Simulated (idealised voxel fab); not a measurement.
The process module presented herein is designated voxel double patterning.
Square cell edge 5 nm, section width 145 nm, ID cut.
Cross-section = grid of square cells, listed top down in bands; band = one or more rows.
Read a band's entry like this: the first values are the height of its top and the height of its bottom in nm, and what follows is the sequence of materials from left to right, each with its width in nm. Note that "blank" is empty space, and that a single material marked "everywhere" reaches across the band from edge to edge.
Height reference: 0 = level under which incoming wafer is all one material. Lowest band: no bottom, runs on downward, e.g. "0 nm and below".
Quick explanation for "30..40": the width changes in equal steps down the rows of cells, from the first number in the band's top row to the second number in its bottom row.
Where the words "nothing was modified" appear for a step, the cross-section shows no cell changed by that step; every cell remained as before.
The label "Encapsulated voids" introduces a list of the empty spaces, 8 cells or larger, that have no open way up to the top; each entry in it reads width x height at distance, where the distance is taken from the left edge and all three are stated in nm.
The remark found on a step's line after its settings is issued by the simulator itself and pertains to that step.
overlay nm: on a step with a mask, how far right of its planned place the mask lay; negative means left.
Process steps (planned)
step 1: RECEIVE: material Si
step 2: CONFORMAL_DEP: material SiO2, thk nm 10
step 3: DIRECTIONAL_DEP: material W, thk nm 15
step 4: DIRECTIONAL_DEP: material SiN, thk nm 5
step 5: DIRECTIONAL_DEP: material aC, thk nm 15
step 6: PATTERN: tone open, mask id FIRST, material resist, width nm 15, pitch nm 50, thk nm 30, overlay nm 0
step 7: DIRECTIONAL_ETCH: etch materials aC, depth nm 15
step 8: STRIP: etch materials resist
step 9: DIRECTIONAL_ETCH: etch materials SiN, depth nm 5
step 10: STRIP: etch materials aC
step 11: DIRECTIONAL_DEP: material aC, thk nm 15
step 12: PATTERN: tone open, mask id SECOND, material resist, width nm 15, thk nm 30, overlay nm 0
step 13: DIRECTIONAL_ETCH: etch materials aC, depth nm 15
step 14: STRIP: etch materials resist
step 15: DIRECTIONAL_ETCH: etch materials SiN, depth nm 5
step 16: STRIP: etch materials aC
step 17: DIRECTIONAL_ETCH: etch materials W, depth nm 15
step 18: STRIP: etch materials SiN
This is the cross-section of the wafer as we received it, i.e. after step 1
- 0 nm and below: Si everywhere
- Encapsulated voids: none
Figure: cross-sectional view of the wafer upon completion of the module, processed from the initial state and according to the plan depicted above, with one error introduced during execution
- 25 nm to 10 nm: 65 of blank, then 15 of W, then 65 of blank
- 10 nm to 0 nm: SiO2 everywhere
- 0 nm and below: Si everywhere
- Encapsulated voids: none
The plan and the run diverged here: step 12, actual vs plan mismatch, actual run PATTERN: tone cover, mask id SECOND, material resist, width nm 15, thk nm 30, overlay nm 0
